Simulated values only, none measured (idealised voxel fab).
process module | voxel self aligned contacts
cross-section cut | 225 nm wide | cells 5 nm
A cross-section is a grid of square cells, given in bands from the top down. A band is one or more rows of cells.
Each band's line starts with the height of the band's top and of its bottom, in nm. Then come its materials from left to right, each with its width in nm. One material with "throughout" fills the band from edge to edge. "air" is empty space.
Height 0 is the level under which the wafer as received is all one material. The lowest band goes on downwards, as in "0 down".
A width such as "30 to 40" changes by the same amount from each row of cells to the next, from the band's top row to its bottom row.
"no change" after a step means that no cell of the cross-section changed.
closed voids: empty space of 8 cells or more with no open way to the top, each as width x height at its distance from the left edge, in nm
after a step's settings: what the simulator itself notes on the step
overlay nm, on a step with a mask: how far to the right of its planned place the mask lay; to the left if negative
plan
1 op RECEIVE | material Si
2 op OXIDIZE | depth nm 5
3 op DIRECTIONAL_DEP | material polySi | thk nm 30
4 op DIRECTIONAL_DEP | material SiN | thk nm 20
5 op PATTERN | tone cover | mask id GATE | material resist | width nm 35 | pitch nm 65 | thk nm 15 | overlay nm 0
6 op DIRECTIONAL_ETCH | etch materials SiN | depth nm 20
7 op DIRECTIONAL_ETCH | etch materials polySi | depth nm 30
8 op STRIP | etch materials resist
9 op CONFORMAL_DEP | material SiN | thk nm 5
10 op DIRECTIONAL_ETCH | etch materials SiN | depth nm 5
11 op FILL_DEP | material SiO2 | thk nm 15
12 op CMP | height nm 60
13 op DIRECTIONAL_DEP | material aC | thk nm 15
14 op PATTERN | tone open | mask id CONTACT | material resist | width nm 50 | pitch nm 65 | thk nm 30 | overlay nm 0
15 op DIRECTIONAL_ETCH | etch materials aC | depth nm 15
16 op STRIP | etch materials resist
17 op DIRECTIONAL_ETCH | etch materials SiO2 | depth nm 65
18 op STRIP | etch materials aC
19 op CONFORMAL_DEP | material TiN | thk nm 5
20 op FILL_DEP | material W | thk nm 10
21 op CMP | height nm 60
22 op CONFORMAL_DEP | material SiN | thk nm 5
first wafer, as planned
as received, after step 1
  0 down: Si throughout
  closed voids: none
after step 2
  0 to -5: SiO2 throughout
  below -5: unchanged
after step 3
  30 to 0: polySi throughout
  below 0: unchanged
after step 4
  50 to 30: SiN throughout
  below 30: unchanged
after step 5
  65 to 50: air 30 | resist 35 | air 30 | resist 35 | air 30 | resist 35 | air 30
  below 50: unchanged
after step 6
  65 to 50: air 30 | resist 35 | air 30 | resist 35 | air 30 | resist 35 | air 30
  50 to 30: air 30 | SiN 35 | air 30 | SiN 35 | air 30 | SiN 35 | air 30
  below 30: unchanged
after step 7
  65 to 50: air 30 | resist 35 | air 30 | resist 35 | air 30 | resist 35 | air 30
  50 to 30: air 30 | SiN 35 | air 30 | SiN 35 | air 30 | SiN 35 | air 30
  30 to 0: air 30 | polySi 35 | air 30 | polySi 35 | air 30 | polySi 35 | air 30
  below 0: unchanged
after step 8
  50 to 30: air 30 | SiN 35 | air 30 | SiN 35 | air 30 | SiN 35 | air 30
  below 30: unchanged
after step 9
  55 to 30: air 25 | SiN 45 | air 20 | SiN 45 | air 20 | SiN 45 | air 25
  30 to 5: air 25 | SiN 5 | polySi 35 | SiN 5 | air 20 | SiN 5 | polySi 35 | SiN 5 | air 20 | SiN 5 | polySi 35 | SiN 5 | air 25
  5 to 0: SiN 30 | polySi 35 | SiN 30 | polySi 35 | SiN 30 | polySi 35 | SiN 30
  below 0: unchanged
after step 10
  50 to 30: air 25 | SiN 45 | air 20 | SiN 45 | air 20 | SiN 45 | air 25
  30 to 0: air 25 | SiN 5 | polySi 35 | SiN 5 | air 20 | SiN 5 | polySi 35 | SiN 5 | air 20 | SiN 5 | polySi 35 | SiN 5 | air 25
  below 0: unchanged
after step 11
  65 to 50: SiO2 throughout
  50 to 30: SiO2 25 | SiN 45 | SiO2 20 | SiN 45 | SiO2 20 | SiN 45 | SiO2 25
  30 to 0: SiO2 25 | SiN 5 | polySi 35 | SiN 5 | SiO2 20 | SiN 5 | polySi 35 | SiN 5 | SiO2 20 | SiN 5 | polySi 35 | SiN 5 | SiO2 25
  below 0: unchanged
after step 12
  60 to 50: SiO2 throughout
  below 50: unchanged
after step 13
  75 to 60: aC throughout
  below 60: unchanged
after step 14
  105 to 75: resist 55 | air 50 | resist 15 | air 50 | resist 55
  below 75: unchanged
after step 15
  90 to 75: resist 55 | air 50 | resist 15 | air 50 | resist 55
  75 to 60: aC 55 | air 50 | aC 15 | air 50 | aC 55
  below 60: unchanged
after step 16
  75 to 60: aC 55 | air 50 | aC 15 | air 50 | aC 55
  below 60: unchanged
after step 17
  75 to 60: aC 55 | air 50 | aC 15 | air 50 | aC 55
  60 to 50: SiO2 55 | air 50 | SiO2 15 | air 50 | SiO2 55
  50 to 30: SiO2 25 | SiN 45 | air 20 | SiN 45 | air 20 | SiN 45 | SiO2 25
  30 to 0: SiO2 25 | SiN 5 | polySi 35 | SiN 5 | air 20 | SiN 5 | polySi 35 | SiN 5 | air 20 | SiN 5 | polySi 35 | SiN 5 | SiO2 25
  0 to -5: SiO2 70 | air 20 | SiO2 45 | air 20 | SiO2 70
  below -5: unchanged
after step 18
  60 to 50: SiO2 55 | air 50 | SiO2 15 | air 50 | SiO2 55
  below 50: unchanged
after step 19
  65 to 60: TiN 60 | air 40 | TiN 25 | air 40 | TiN 60
  60 to 50: SiO2 55 | TiN 5 to 20 | air 40 to 10 | TiN 5 to 20 | SiO2 15 | TiN 5 to 20 | air 40 to 10 | TiN 5 to 20 | SiO2 55
  50 to 30: SiO2 25 | SiN 45 | TiN 5 | air 10 | TiN 5 | SiN 45 | TiN 5 | air 10 | TiN 5 | SiN 45 | SiO2 25
  30 to 0: SiO2 25 | SiN 5 | polySi 35 | SiN 5 | TiN 5 | air 10 | TiN 5 | SiN 5 | polySi 35 | SiN 5 | TiN 5 | air 10 | TiN 5 | SiN 5 | polySi 35 | SiN 5 | SiO2 25
  0 to -5: SiO2 70 | TiN 20 | SiO2 45 | TiN 20 | SiO2 70
  below -5: unchanged
after step 20
  75 to 65: W throughout
  65 to 60: TiN 60 | W 40 | TiN 25 | W 40 | TiN 60
  60 to 50: SiO2 55 | TiN 5 to 20 | W 40 to 10 | TiN 5 to 20 | SiO2 15 | TiN 5 to 20 | W 40 to 10 | TiN 5 to 20 | SiO2 55
  50 to 30: SiO2 25 | SiN 45 | TiN 5 | W 10 | TiN 5 | SiN 45 | TiN 5 | W 10 | TiN 5 | SiN 45 | SiO2 25
  30 to 0: SiO2 25 | SiN 5 | polySi 35 | SiN 5 | TiN 5 | W 10 | TiN 5 | SiN 5 | polySi 35 | SiN 5 | TiN 5 | W 10 | TiN 5 | SiN 5 | polySi 35 | SiN 5 | SiO2 25
  below 0: unchanged
after step 21
  60 to 50: SiO2 55 | TiN 5 to 20 | W 40 to 10 | TiN 5 to 20 | SiO2 15 | TiN 5 to 20 | W 40 to 10 | TiN 5 to 20 | SiO2 55
  below 50: unchanged
after step 22
  65 to 60: SiN throughout
  below 60: unchanged
second wafer: like start, like plan, one mistake. Through step 3 it matches the first wafer
when step 4 should have ended
  50 to 30: TiN throughout
  below 30: unchanged
when step 5 should have ended
  65 to 50: air 30 | resist 35 | air 30 | resist 35 | air 30 | resist 35 | air 30
  below 50: unchanged
when step 6 should have ended: no change
when step 7 should have ended: no change
when step 8 should have ended
  50 to 30: TiN throughout
  below 30: unchanged
when step 9 should have ended
  55 to 50: SiN throughout
  below 50: unchanged
when step 10 should have ended
  50 to 30: TiN throughout
  below 30: unchanged
when step 11 should have ended
  65 to 50: SiO2 throughout
  below 50: unchanged
when step 12 should have ended
  60 to 50: SiO2 throughout
  below 50: unchanged
when step 13 should have ended
  75 to 60: aC throughout
  below 60: unchanged
when step 14 should have ended
  105 to 75: resist 55 | air 50 | resist 15 | air 50 | resist 55
  below 75: unchanged
when step 15 should have ended
  90 to 75: resist 55 | air 50 | resist 15 | air 50 | resist 55
  75 to 60: aC 55 | air 50 | aC 15 | air 50 | aC 55
  below 60: unchanged
when step 16 should have ended
  75 to 60: aC 55 | air 50 | aC 15 | air 50 | aC 55
  below 60: unchanged
when step 17 should have ended
  75 to 60: aC 55 | air 50 | aC 15 | air 50 | aC 55
  60 to 50: SiO2 55 | air 50 | SiO2 15 | air 50 | SiO2 55
  below 50: unchanged
when step 18 should have ended
  60 to 50: SiO2 55 | air 50 | SiO2 15 | air 50 | SiO2 55
  below 50: unchanged
when step 19 should have ended
  65 to 60: TiN 60 | air 40 | TiN 25 | air 40 | TiN 60
  60 to 55: SiO2 55 | TiN 5 | air 40 | TiN 5 | SiO2 15 | TiN 5 | air 40 | TiN 5 | SiO2 55
  55 to 50: SiO2 55 | TiN 50 | SiO2 15 | TiN 50 | SiO2 55
  below 50: unchanged
when step 20 should have ended
  75 to 65: W throughout
  65 to 60: TiN 60 | W 40 | TiN 25 | W 40 | TiN 60
  60 to 55: SiO2 55 | TiN 5 | W 40 | TiN 5 | SiO2 15 | TiN 5 | W 40 | TiN 5 | SiO2 55
  below 55: unchanged
when step 21 should have ended
  60 to 55: SiO2 55 | TiN 5 | W 40 | TiN 5 | SiO2 15 | TiN 5 | W 40 | TiN 5 | SiO2 55
  below 55: unchanged
when step 22 should have ended
  65 to 60: SiN throughout
  below 60: unchanged
what went wrong: step 4 ran as: op DIRECTIONAL_DEP | material TiN | thk nm 20
at the end the second wafer has, in cells: 144 fewer of SiN | 92 fewer of SiO2 | 136 more of TiN | 44 fewer of W | 144 more of polySi
